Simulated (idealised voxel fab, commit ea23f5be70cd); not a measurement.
A process module follows: voxel double patterning.
cross-section cut | 150 nm wide | cells 5 nm
In this document a cross-section is written as a grid of square cells. It is given as a series of bands, listed from the top down, and a band is one or more rows of cells.
For a band, the entry starts with two heights in nm, that of the top and then that of the bottom, and carries on with the band's materials in order from left to right, each alongside its width in nm; the word "everywhere" beside a single material means it fills the band edge to edge, and "blank" means empty space.
For the purposes of this specification, 0 denotes the height below which the wafer in its as-received condition is composed wholly of one material, and the lowermost band, lacking a lower limit, extends downward without end, as expressed in "0..down".
It should be noted that a width expressed as "30->40" varies in equal increments from row to row of cells within the band, taking the value of the first number at the top row and that of the second number at the bottom row.
"remains unaltered" after a step means that no cell of the cross-section changed.
The label "Enclosed cavities" introduces a list of the empty spaces, 8 cells or larger, that have no open way up to the top; each entry in it reads width x height at distance, where the distance is taken from the left edge and all three are stated in nm.
Heads up: the bit after the settings on a step's line is the simulator's remark on that step.
overlay nm: step with mask; distance mask lay right of planned place; negative value = left of planned place.
Process steps foreseen in the plan
| 1 | RECEIVE [material Si] |
| 2 | CONFORMAL_DEP [material SiN] [thk nm 5] |
| 3 | DIRECTIONAL_DEP [material SiO2] [thk nm 20] |
| 4 | DIRECTIONAL_DEP [material SiCN] [thk nm 5] |
| 5 | DIRECTIONAL_DEP [material aC] [thk nm 10] |
| 6 | PATTERN [tone open] [mask id FIRST] [material resist] [width nm 15] [pitch nm 50] [thk nm 25] [overlay nm 0] |
| 7 | DIRECTIONAL_ETCH [etch materials aC] [depth nm 10] |
| 8 | STRIP [etch materials resist] |
| 9 | DIRECTIONAL_ETCH [etch materials SiCN] [depth nm 5] |
| 10 | STRIP [etch materials aC] |
| 11 | PATTERN [tone open] [mask id SECOND] [material resist] [width nm 15] [pitch nm 50] [thk nm 15] [overlay nm 0] |
| 12 | DIRECTIONAL_ETCH [etch materials SiCN] [depth nm 5] |
| 13 | STRIP [etch materials resist] |
| 14 | DIRECTIONAL_ETCH [etch materials SiO2] [depth nm 20] |
| 15 | STRIP [etch materials SiCN] |
As received, after step 1
* 0..down = Si everywhere
* Enclosed cavities: none
Here's the wafer cut in cross-section after the module, started and planned just like above, except one thing was done wrong in the run
* 45..25 = SiO2 15; blank 15; SiO2 10; blank 15; SiO2 10; blank 15; SiO2 10; blank 15; SiO2 10; blank 15; SiO2 20
* 25..5 = SiO2 everywhere
* 5..0 = SiN everywhere
* 0..down = Si everywhere
* Enclosed cavities: none
Short version of what went wrong: step 3 of the plan was carried out twice
